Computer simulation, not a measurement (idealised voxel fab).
Presented below is a process module, voxel spacer lines.
Each square cell in cross-section cut measures 5 nm, and the section as a whole is 250 nm wide.
In what follows, cross-sections appear as grids of square cells, described through bands that run from the top down, where every band is one or more rows of cells.
Band: top and bottom heights (nm) first, top before bottom; then materials from left to right, widths in nm. "full width" marks a sole material filling the band edge to edge. "empty" denotes empty space.
Height reference: 0 = level under which incoming wafer is all one material. Lowest band: no bottom, runs on downward, e.g. "0..down".
Top row gets the first number, bottom row gets the second, and each row in between changes by the same step: that is how a band width like "30 to 40" works.
The cross-section has no changed cell in any step marked "nothing changed".
Empty spaces without an open route to the top, at least 8 cells in extent, make up the entry "Closed void list"; each is given as width x height at distance, where the distance is measured from the left edge, and all are in nm.
Heads up: the bit after the settings on a step's line is the simulator's remark on that step.
overlay nm: right-of-plan distance of the mask on a masked step; negative values mean left-of-plan.

These are the steps we planned for the process:
1: op RECEIVE | material Si
2: op CONFORMAL_DEP | material Al2O3 | thk nm 10
3: op DIRECTIONAL_DEP | material W | thk nm 10
4: op DIRECTIONAL_DEP | material aC | thk nm 25
5: op PATTERN | tone cover | mask id MANDREL | material resist | width nm 15 | pitch nm 60 | thk nm 30 | overlay nm 0
6: op DIRECTIONAL_ETCH | etch materials aC | depth nm 25
7: op STRIP | etch materials resist
8: op CONFORMAL_DEP | material SiO2 | thk nm 15
9: op DIRECTIONAL_ETCH | etch materials SiO2 | depth nm 15
10: op STRIP | etch materials aC
11: op DIRECTIONAL_ETCH | etch materials W | depth nm 10
12: op STRIP | etch materials SiO2
13: op FILL_DEP | material SiO2 | thk nm 10
14: op CMP | height nm 20

The first of two wafers, run as planned:

Shown in cross-section is the wafer as received, that is, as it stands after step 1:
- 0..down: Si full width
- Closed void list: none

The following cross-section depicts the wafer upon completion of step 2:
- 10..0: Al2O3 full width
- Below a height of 0, the structure has not been altered.

The following cross-section depicts the wafer upon completion of step 3:
- 20..10: W full width
- Below a height of 10, the structure has not been altered.

The following cross-section depicts the wafer upon completion of step 4:
- 45..20: aC full width
- Below a height of 20, the structure has not been altered.

The following cross-section depicts the wafer upon completion of step 5:
- 75..45: 85 nm empty, 15 nm resist, 45 nm empty, 15 nm resist, 90 nm empty
- Below a height of 45, the structure has not been altered.

The following cross-section depicts the wafer upon completion of step 6:
- 50..45: 85 nm empty, 15 nm resist, 45 nm empty, 15 nm resist, 90 nm empty
- 45..20: 85 nm empty, 15 nm aC, 45 nm empty, 15 nm aC, 90 nm empty
- Below a height of 20, the structure has not been altered.

The following cross-section depicts the wafer upon completion of step 7:
- 45..20: 85 nm empty, 15 nm aC, 45 nm empty, 15 nm aC, 90 nm empty
- Below a height of 20, the structure has not been altered.

The following cross-section depicts the wafer upon completion of step 8:
- 60..45: 70 nm empty, 45 nm SiO2, 15 nm empty, 45 nm SiO2, 75 nm empty
- 45..35: 70 nm empty, 15 nm SiO2, 15 nm aC, 15 nm SiO2, 15 nm empty, 15 nm SiO2, 15 nm aC, 15 nm SiO2, 75 nm empty
- 35..20: 85 nm SiO2, 15 nm aC, 45 nm SiO2, 15 nm aC, 90 nm SiO2
- Below a height of 20, the structure has not been altered.

The following cross-section depicts the wafer upon completion of step 9:
- 45..20: 70 nm empty, 15 nm SiO2, 15 nm aC, 15 nm SiO2, 15 nm empty, 15 nm SiO2, 15 nm aC, 15 nm SiO2, 75 nm empty
- Below a height of 20, the structure has not been altered.

The following cross-section depicts the wafer upon completion of step 10:
- 45..20: 70 nm empty, 15 nm SiO2, 15 nm empty, 15 nm SiO2, 15 nm empty, 15 nm SiO2, 15 nm empty, 15 nm SiO2, 75 nm empty
- Below a height of 20, the structure has not been altered.

The following cross-section depicts the wafer upon completion of step 11:
- 45..20: 70 nm empty, 15 nm SiO2, 15 nm empty, 15 nm SiO2, 15 nm empty, 15 nm SiO2, 15 nm empty, 15 nm SiO2, 75 nm empty
- 20..10: 70 nm empty, 15 nm W, 15 nm empty, 15 nm W, 15 nm empty, 15 nm W, 15 nm empty, 15 nm W, 75 nm empty
- Below a height of 10, the structure has not been altered.

The following cross-section depicts the wafer upon completion of step 12:
- 20..10: 70 nm empty, 15 nm W, 15 nm empty, 15 nm W, 15 nm empty, 15 nm W, 15 nm empty, 15 nm W, 75 nm empty
- Below a height of 10, the structure has not been altered.

The following cross-section depicts the wafer upon completion of step 13:
- 30..20: SiO2 full width
- 20..10: 70 nm SiO2, 15 nm W, 15 nm SiO2, 15 nm W, 15 nm SiO2, 15 nm W, 15 nm SiO2, 15 nm W, 75 nm SiO2
- Below a height of 10, the structure has not been altered.

The following cross-section depicts the wafer upon completion of step 14:
- 20..10: 70 nm SiO2, 15 nm W, 15 nm SiO2, 15 nm W, 15 nm SiO2, 15 nm W, 15 nm SiO2, 15 nm W, 75 nm SiO2
- Below a height of 10, the structure has not been altered.

Okay, second wafer. Nothing different at the start, nothing different in the plan, just one mistake somewhere in the running. As far as step 4, counting that step, it's the first wafer all over again:

At the planned end of step 5, the second wafer in cross-section:
- 75..45: 85 nm empty, 20 nm resist, 40 nm empty, 20 nm resist, 85 nm empty
- Below a height of 45, the structure has not been altered.

At the planned end of step 6, the second wafer in cross-section:
- 50..45: 85 nm empty, 20 nm resist, 40 nm empty, 20 nm resist, 85 nm empty
- 45..20: 85 nm empty, 20 nm aC, 40 nm empty, 20 nm aC, 85 nm empty
- Below a height of 20, the structure has not been altered.

At the planned end of step 7, the second wafer in cross-section:
- 45..20: 85 nm empty, 20 nm aC, 40 nm empty, 20 nm aC, 85 nm empty
- Below a height of 20, the structure has not been altered.

At the planned end of step 8, the second wafer in cross-section:
- 60..45: 70 nm empty, 50 nm SiO2, 10 nm empty, 50 nm SiO2, 70 nm empty
- 45..35: 70 nm empty, 15 nm SiO2, 20 nm aC, 15 nm SiO2, 10 nm empty, 15 nm SiO2, 20 nm aC, 15 nm SiO2, 70 nm empty
- 35..20: 85 nm SiO2, 20 nm aC, 40 nm SiO2, 20 nm aC, 85 nm SiO2
- Below a height of 20, the structure has not been altered.

At the planned end of step 9, the second wafer in cross-section:
- 45..20: 70 nm empty, 15 nm SiO2, 20 nm aC, 15 nm SiO2, 10 nm empty, 15 nm SiO2, 20 nm aC, 15 nm SiO2, 70 nm empty
- Below a height of 20, the structure has not been altered.

At the planned end of step 10, the second wafer in cross-section:
- 45..20: 70 nm empty, 15 nm SiO2, 20 nm empty, 15 nm SiO2, 10 nm empty, 15 nm SiO2, 20 nm empty, 15 nm SiO2, 70 nm empty
- Below a height of 20, the structure has not been altered.

At the planned end of step 11, the second wafer in cross-section:
- 45..20: 70 nm empty, 15 nm SiO2, 20 nm empty, 15 nm SiO2, 10 nm empty, 15 nm SiO2, 20 nm empty, 15 nm SiO2, 70 nm empty
- 20..10: 70 nm empty, 15 nm W, 20 nm empty, 15 nm W, 10 nm empty, 15 nm W, 20 nm empty, 15 nm W, 70 nm empty
- Below a height of 10, the structure has not been altered.

At the planned end of step 12, the second wafer in cross-section:
- 20..10: 70 nm empty, 15 nm W, 20 nm empty, 15 nm W, 10 nm empty, 15 nm W, 20 nm empty, 15 nm W, 70 nm empty
- Below a height of 10, the structure has not been altered.

At the planned end of step 13, the second wafer in cross-section:
- 30..20: SiO2 full width
- 20..10: 70 nm SiO2, 15 nm W, 20 nm SiO2, 15 nm W, 10 nm SiO2, 15 nm W, 20 nm SiO2, 15 nm W, 70 nm SiO2
- Below a height of 10, the structure has not been altered.

At the planned end of step 14, the second wafer in cross-section:
- 20..10: 70 nm SiO2, 15 nm W, 20 nm SiO2, 15 nm W, 10 nm SiO2, 15 nm W, 20 nm SiO2, 15 nm W, 70 nm SiO2
- Below a height of 10, the structure has not been altered.
Against the plan, the run slipped here: step 5 ran as: op PATTERN | tone cover | mask id MANDREL | material resist | width nm 20 | pitch nm 60 | thk nm 30 | overlay nm 0
At the end, the second wafer has the same number of cells of each material as the first, but those cells sit in other places.
